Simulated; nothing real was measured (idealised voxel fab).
Process module, titled voxel fin reveal
The cross-section on display is named cut; it measures 215 nm wide, and its cells are 5 nm squares.
Format of a cross-section: grid, square cells. Given as bands. Order: top down. Band: one or more rows of cells.
Band: top height; bottom height; in nm. Then, left to right: material with width in nm, for each material. "throughout": a single material spanning edge to edge. "blank": empty space.
We count height from 0. Below that, the starting wafer is all one material. The lowest band never ends at the bottom but goes on down; see "from 0 down" for how that is written.
You'd read "30 to 40" like this: the band's top row of cells is as wide as the first number, its bottom row is as wide as the second, and going down, every row changes width by the same amount as the row before did.
It should be understood that the words "left unchanged", when stated for a given step, signify that the cross-section underwent no change in any of its cells during that step.
"Voids, enclosed" - sealed voids, min. 8 cells, no opening to top; format: width x height at distance (distance from left edge; nm throughout).
Post-settings text on a step line: simulator's own remark regarding the step.
On any step carrying a mask, the "overlay nm" setting, if present on the step's line, tells how far right of its planned place the mask lay; negative values point to the left.

HERE'S WHAT THE PLANNED PROCESS STEPS LOOK LIKE
- 1: RECEIVE, material Si
- 2: CONFORMAL_DEP, material SiN, thk nm 10
- 3: MASKED_ETCH, tone cover, mask id FINS, width nm 15, pitch nm 35, etch materials SiN, depth nm 10, overlay nm 0
- 4: MASKED_ETCH, tone cover, mask id FINS, width nm 15, pitch nm 35, etch materials Si, depth nm 35, overlay nm -15
- 5: FILL_DEP, material SiO2, thk nm 10
- 6: CMP, height nm 10
- 7: SELECTIVE_ETCH, etch materials SiO2, depth nm 20
- 8: STRIP, etch materials SiN
- 9: CONFORMAL_DEP, material SiO2, thk nm 5
Don't read the plan's overlay nm for step 4 as applying to every wafer: that's the first wafer's value, and the wafers differ in it, though they all start identical.

CROSS-SECTION OF THE FIRST INCOMING WAFER OF SEVERAL, STATE AFTER STEP 1
	from 0 down | Si throughout
	Voids, enclosed: none

BELOW, A ROW FOR EVERY WAFER. READ IT AS THE END-OF-MODULE PICTURE: FOR EACH MATERIAL THE WAFER SHOWS ITS CELLS GAINED (+) OR LOST (-) SINCE IT WAS RECEIVED, AND THEN ITS CLOSED VOIDS
overlay nm -15 | -217 Si | +204 SiO2 | Voids, enclosed: none
overlay nm -10 | -231 Si | +216 SiO2 | Voids, enclosed: none
overlay nm -5 | -245 Si | +226 SiO2 | Voids, enclosed: none
overlay nm 0 | -259 Si | +236 SiO2 | Voids, enclosed: none
overlay nm 5 | -245 Si | +226 SiO2 | Voids, enclosed: none
overlay nm 10 | -231 Si | +216 SiO2 | Voids, enclosed: none
overlay nm 15 | -217 Si | +204 SiO2 | Voids, enclosed: none
